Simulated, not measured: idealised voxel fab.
Herein follows the process module entitled voxel self aligned contacts.
Xsec cut, 290 nm wide, square cell size 5 nm.
Cross-section = grid of square cells, listed top down in bands; band = one or more rows. Read a band's entry like this: the first values are the height of its top and the height of its bottom in nm, and what follows is the sequence of materials from left to right, each with its width in nm. Note that "empty" is empty space, and that a single material marked "throughout" reaches across the band from edge to edge. A quick word on heights: they are counted from 0, and under that level the wafer as it came to us is one material throughout. The lowest band is different from the rest in having no bottom; it simply continues downward, written as in "from 0 down". Width "30..40": first value at the band's top row of cells, second value at its bottom row, equal change from row to row. Key: "all unchanged" - step with no changed cell in the cross-section. The list in "Enclosed internal voids" covers empty spaces of 8 cells or more that cannot reach the top through any open way, and it gives each as width x height at distance; the distance is from the left edge, and width, height and distance are in nm. It should be noted that, on the line of a given step, the content following the step's settings is a remark produced by the simulator itself with respect to that step. Among the settings permitted on a step's line is "overlay nm"; applied to a step with a mask, it specifies the extent to which the mask lay to the right of its planned position, whereas a negative figure signifies a position to the left.

## The steps planned for the process are as follows
1) RECEIVE (material Si)
2) CONFORMAL_DEP (material SiO2; thk nm 5)
3) DIRECTIONAL_DEP (material polySi; thk nm 25)
4) DIRECTIONAL_DEP (material SiN; thk nm 25)
5) PATTERN (tone cover; mask id GATE; material resist; width nm 25; pitch nm 60; thk nm 15; overlay nm 0)
6) DIRECTIONAL_ETCH (etch materials SiN; depth nm 25)
7) DIRECTIONAL_ETCH (etch materials polySi; depth nm 25)
8) STRIP (etch materials resist)
9) CONFORMAL_DEP (material SiN; thk nm 10)
10) DIRECTIONAL_ETCH (etch materials SiN; depth nm 10)
11) FILL_DEP (material SiO2; thk nm 15)
12) CMP (height nm 65)
13) DIRECTIONAL_DEP (material aC; thk nm 10)
14) PATTERN (tone open; mask id CONTACT; material resist; width nm 45; pitch nm 60; thk nm 30; overlay nm 0)
15) DIRECTIONAL_ETCH (etch materials aC; depth nm 10)
16) STRIP (etch materials resist)
17) DIRECTIONAL_ETCH (etch materials SiO2; depth nm 65)
18) STRIP (etch materials aC)
19) CONFORMAL_DEP (material TiN; thk nm 5)
20) FILL_DEP (material W; thk nm 10)
21) CMP (height nm 65)
22) CONFORMAL_DEP (material SiCN; thk nm 5)

## Delivered wafer in cross-section: state after step 1
* from 0 down  Si throughout
* Enclosed internal voids: none

## The first of the two wafers as seen in cross-section once the module was finished; processing followed the plan
* from 70 to 65  SiCN throughout
* from 65 to 55  SiO2 90, then TiN 5..20, then W 35..5, then TiN 5..20, then SiO2 15, then TiN 5..20, then W 35..5, then TiN 5..20, then SiO2 95
* from 55 to 30  SiO2 60, then SiN 45, then TiN 5, then W 5, then TiN 5, then SiN 45, then TiN 5, then W 5, then TiN 5, then SiN 45, then SiO2 65
* from 30 to 5  SiO2 60, then SiN 10, then polySi 25, then SiN 10, then TiN 5, then W 5, then TiN 5, then SiN 10, then polySi 25, then SiN 10, then TiN 5, then W 5, then TiN 5, then SiN 10, then polySi 25, then SiN 10, then SiO2 65
* from 5 to 0  SiO2 105, then TiN 15, then SiO2 45, then TiN 15, then SiO2 110
* from 0 down  Si throughout
* Enclosed internal voids: none

## So this is wafer number two of the two, cut at the end of the module - it started where the first did and had the same plan, we just got one thing wrong running it
* from 70 to 65  SiCN throughout
* from 65 to 60  SiO2 90, then TiN 5, then W 35, then TiN 5, then SiO2 15, then TiN 5, then W 35, then TiN 5, then SiO2 95
* from 60 to 55  SiO2 90, then TiN 45, then SiO2 15, then TiN 45, then SiO2 95
* from 55 to 30  SiN 80, then SiO2 5, then SiN 55, then SiO2 5, then SiN 55, then SiO2 5, then SiN 85
* from 30 to 5  polySi 70, then SiN 10, then SiO2 5, then SiN 10, then polySi 35, then SiN 10, then SiO2 5, then SiN 10, then polySi 35, then SiN 10, then SiO2 5, then SiN 10, then polySi 75
* from 5 to 0  SiO2 throughout
* from 0 down  Si throughout
* Enclosed internal voids: none
Which mistake was made when the wafer was run? note that step 5 departed from the planned setting and was carried out as PATTERN (tone open; mask id GATE; material resist; width nm 25; pitch nm 60; thk nm 15; overlay nm 0)
Wrapping up, a cell-based count of both wafers puts the second over or under the first for these materials: SiN: 140 more, SiO2: 214 fewer, TiN: 44 fewer, W: 22 fewer, polySi: 140 more
